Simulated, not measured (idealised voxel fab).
The following is a process module called voxel air gaps.
For reference, the cross-section in this document is cut, with width 295 nm and square cells of 5 nm.
For the purposes of this document, a cross-section shall be understood as a grid of square cells, specified as bands listed in top-to-bottom order, each band consisting of one or more rows of cells. Basically the band line says how high the top is and how high the bottom is, in nm, and then what's in it from left to right, every material with its width in nm. Empty space shows up as "blank", and if a single material carries "everywhere" it runs the full band edge to edge. Heights are expressed relative to 0, this being the level below which the as-received wafer comprises one material exclusively. The lowest band is unbounded in the downward direction and is denoted as in "0 and below". Per-row width for "30 to 40": begins at first number (top row of band), ends at second number (bottom row), increment between rows held constant. A step reported as "left unchanged" is a step in which no cell of the cross-section changed. For the entry "Voids, fully enclosed", the listed items are empty spaces with no open way to the top whose size is 8 cells or more; each item follows the pattern width x height at distance, where distance is from the left edge and all three are in nm. Past the settings on a step's line: simulator remark, on that step. Regarding "overlay nm": on a step with a mask, it is the distance the mask lay to the right of its planned place; a negative value places it to the left.
## Below is the list of planned process steps
- 1: RECEIVE (material Si)
- 2: CONFORMAL_DEP (material SiO2; thk nm 15)
- 3: CONFORMAL_DEP (material SiCN; thk nm 5)
- 4: DIRECTIONAL_DEP (material SiO2; thk nm 40)
- 5: PATTERN (tone open; mask id LINES; material resist; width nm 20; pitch nm 45; thk nm 15; overlay nm 0)
- 6: DIRECTIONAL_ETCH (etch materials SiO2; depth nm 40)
- 7: STRIP (etch materials resist)
- 8: CONFORMAL_DEP (material TiN; thk nm 5)
- 9: FILL_DEP (material Ru; thk nm 10)
- 10: CMP (height nm 60)
- 11: EPI (material Ru; thk nm 10)
- 12: SELECTIVE_ETCH (etch materials SiO2; depth nm 50)
- 13: CONFORMAL_DEP (material SiCN; thk nm 5)
## Incoming wafer, cross-sectional view, post step 1
* 0 and below = Si everywhere
* Voids, fully enclosed: none
## Cross-section: first of two wafers, module finished, run according to plan
* 75 down to 70 = 55 blank | 185 SiCN | 55 blank
* 70 down to 60 = 55 blank | 5 SiCN | 40 Ru | 5 SiCN | 40 Ru | 5 SiCN | 40 Ru | 5 SiCN | 40 Ru | 5 SiCN | 55 blank
* 60 down to 55 = 55 blank | 15 SiCN | 5 TiN | 10 Ru | 5 TiN | 25 SiCN | 5 TiN | 10 Ru | 5 TiN | 25 SiCN | 5 TiN | 10 Ru | 5 TiN | 25 SiCN | 5 TiN | 10 Ru | 5 TiN | 15 SiCN | 55 blank
* 55 down to 25 = 65 blank | 5 SiCN | 5 TiN | 10 Ru | 5 TiN | 5 SiCN | 15 blank | 5 SiCN | 5 TiN | 10 Ru | 5 TiN | 5 SiCN | 15 blank | 5 SiCN | 5 TiN | 10 Ru | 5 TiN | 5 SiCN | 15 blank | 5 SiCN | 5 TiN | 10 Ru | 5 TiN | 5 SiCN | 65 blank
* 25 down to 20 = 70 SiCN | 20 TiN | 25 SiCN | 20 TiN | 25 SiCN | 20 TiN | 25 SiCN | 20 TiN | 70 SiCN
* 20 down to 15 = SiCN everywhere
* 15 down to 0 = SiO2 everywhere
* 0 and below = Si everywhere
* Voids, fully enclosed: 15 x 30 at 95; 15 x 30 at 140; 15 x 30 at 185
## Cross-sectional view of the second of two wafers upon completion of the module. This wafer shared its starting condition and process plan with the first; one error was made during its execution
* 75 down to 70 = SiCN everywhere
* 70 down to 50 = Ru everywhere
* 50 down to 45 = 75 TiN | 10 Ru | 35 TiN | 10 Ru | 35 TiN | 10 Ru | 35 TiN | 10 Ru | 75 TiN
* 45 down to 10 = 70 SiO2 | 5 TiN | 10 Ru | 5 TiN | 25 SiO2 | 5 TiN | 10 Ru | 5 TiN | 25 SiO2 | 5 TiN | 10 Ru | 5 TiN | 25 SiO2 | 5 TiN | 10 Ru | 5 TiN | 70 SiO2
* 10 down to 5 = 70 SiO2 | 20 TiN | 25 SiO2 | 20 TiN | 25 SiO2 | 20 TiN | 25 SiO2 | 20 TiN | 70 SiO2
* 5 down to 0 = SiCN everywhere
* 0 and below = Si everywhere
* Voids, fully enclosed: none
Nonconformance to the process plan: step 2 of the plan got skipped, so it never ran
The final cell counts differ between the wafers, with the second having more or fewer of some materials than the first: 180 more of Ru; 100 fewer of SiCN; 167 more of SiO2; 51 more of TiN
End state: 3 closed voids on the first wafer, 0 on the second.
